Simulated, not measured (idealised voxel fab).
process module | voxel spacer lines
cross-section cut | 240 nm wide | cells 5 nm
A cross-section is a grid of square cells, given in bands from the top down. A band is one or more rows of cells.
Each band's line starts with the height of the band's top and of its bottom, in nm. Then come its materials from left to right, each with its width in nm. One material with "throughout" fills the band from edge to edge. "air" is empty space.
Height 0 is the level under which the wafer as received is all one material. The lowest band goes on downwards, as in "0 down".
A width such as "30 to 40" changes by the same amount from each row of cells to the next, from the band's top row to its bottom row.
"no change" after a step means that no cell of the cross-section changed.
closed voids: empty space of 8 cells or more with no open way to the top, each as width x height at its distance from the left edge, in nm
after a step's settings: what the simulator itself notes on the step
overlay nm, on a step with a mask: how far to the right of its planned place the mask lay; to the left if negative
plan
1 op RECEIVE | material Si
2 op CONFORMAL_DEP | material SiO2 | thk nm 5
3 op DIRECTIONAL_DEP | material TiN | thk nm 20
4 op DIRECTIONAL_DEP | material aC | thk nm 20
5 op PATTERN | tone cover | mask id MANDREL | material resist | width nm 20 | pitch nm 70 | thk nm 30 | overlay nm 0
6 op DIRECTIONAL_ETCH | etch materials aC | depth nm 20
7 op STRIP | etch materials resist
8 op CONFORMAL_DEP | material SiN | thk nm 5
9 op DIRECTIONAL_ETCH | etch materials SiN | depth nm 15
10 op STRIP | etch materials aC
11 op DIRECTIONAL_ETCH | etch materials TiN | depth nm 20
12 op STRIP | etch materials SiN
13 op FILL_DEP | material SiO2 | thk nm 5
14 op CMP | height nm 25
varied across the wafers: thk nm of step 8. The plan shows the first wafer's value. All wafers start alike
first wafer as received, after step 1
  0 down: Si throughout
  closed voids: none
first wafer at the end, after step 14
  25 to 5: SiO2 70 | TiN 5 | SiO2 20 | TiN 5 | SiO2 40 | TiN 5 | SiO2 20 | TiN 5 | SiO2 70
  5 to 0: SiO2 throughout
  0 down: Si throughout
  closed voids: none
last wafer at the end
  25 to 5: TiN throughout
  5 to 0: SiO2 throughout
  0 down: Si throughout
  closed voids: none
each wafer at the end: cells of each material gained (+) or lost (-) since it was received, then its closed voids
thk nm 5 | +224 SiO2 | +16 TiN | closed voids: none
thk nm 10 | +208 SiO2 | +32 TiN | closed voids: none
thk nm 15 | +192 SiO2 | +48 TiN | closed voids: none
thk nm 20 | +48 SiO2 | +192 TiN | closed voids: none
thk nm 25 | +48 SiO2 | +192 TiN | closed voids: none
thk nm 30 | +48 SiO2 | +192 TiN | closed voids: none
